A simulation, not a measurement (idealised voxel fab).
The following is a process module called voxel local oxidation.
Each square cell in cross-section cut measures 5 nm, and the section as a whole is 240 nm wide.
A cross-section in this document is a grid of square cells, and it is written down as bands, the top band listed before the ones below it; a band is made up of one or more rows of cells. Heads up on the band format: heights come first, top then bottom, in nm. After that it's the materials left to right, each with its width in nm. A single material flagged "full width" fills the whole band edge to edge, and "blank" means there's empty space there. It should be noted that heights are counted from 0, beneath which the wafer as supplied is of one material throughout, and that the lowest band possesses no lower boundary but continues downward, as written in "from 0 down". With a width like "30..40", each row of cells in the band differs from the next by the same amount, the top row carrying the first number and the bottom row the second. The designation "remained the same", where it is given for a processing step, indicates that no cell of the cross-section was altered in the course of that step. Closed empty spaces (no open way to the top) of 8 cells or more are what "Sealed void list" lists, each as width x height at distance from the left edge, nm for all three. If you see something after the settings on a step's line, that's the simulator's own remark about that step. The optional step-line setting "overlay nm" applies to steps with a mask and quantifies how far to the right of its planned location the mask lay, a negative value indicating leftward placement.
Set out below are the planned steps of the process:
step 1: RECEIVE (material Si)
step 2: OXIDIZE (depth nm 5)
step 3: CONFORMAL_DEP (material SiN; thk nm 10)
step 4: DIRECTIONAL_DEP (material aC; thk nm 15)
step 5: PATTERN (tone cover; mask id ACTIVE; material resist; width nm 100; thk nm 35; overlay nm 0)
step 6: DIRECTIONAL_ETCH (etch materials aC; depth nm 15)
step 7: STRIP (etch materials resist)
step 8: DIRECTIONAL_ETCH (etch materials SiN; depth nm 10)
step 9: STRIP (etch materials aC)
step 10: SELECTIVE_ETCH (etch materials SiO2; depth nm 5)
step 11: OXIDIZE (depth nm 15)
step 12: STRIP (etch materials SiN)
This is the cross-section of the wafer as we received it, i.e. after step 1:
- from 0 down  Si full width
- Sealed void list: none
Wafer at module end, in section. Began as above, planned as above, run with one mistake:
- from 20 to 10  SiO2 full width
- from 10 to 0  SiN full width
- from 0 to -5  SiO2 full width
- from -5 down  Si full width
- Sealed void list: none
Plan not followed: step 4 ran with different settings than intended, the actual operation and settings being DIRECTIONAL_DEP (material SiO2; thk nm 15)
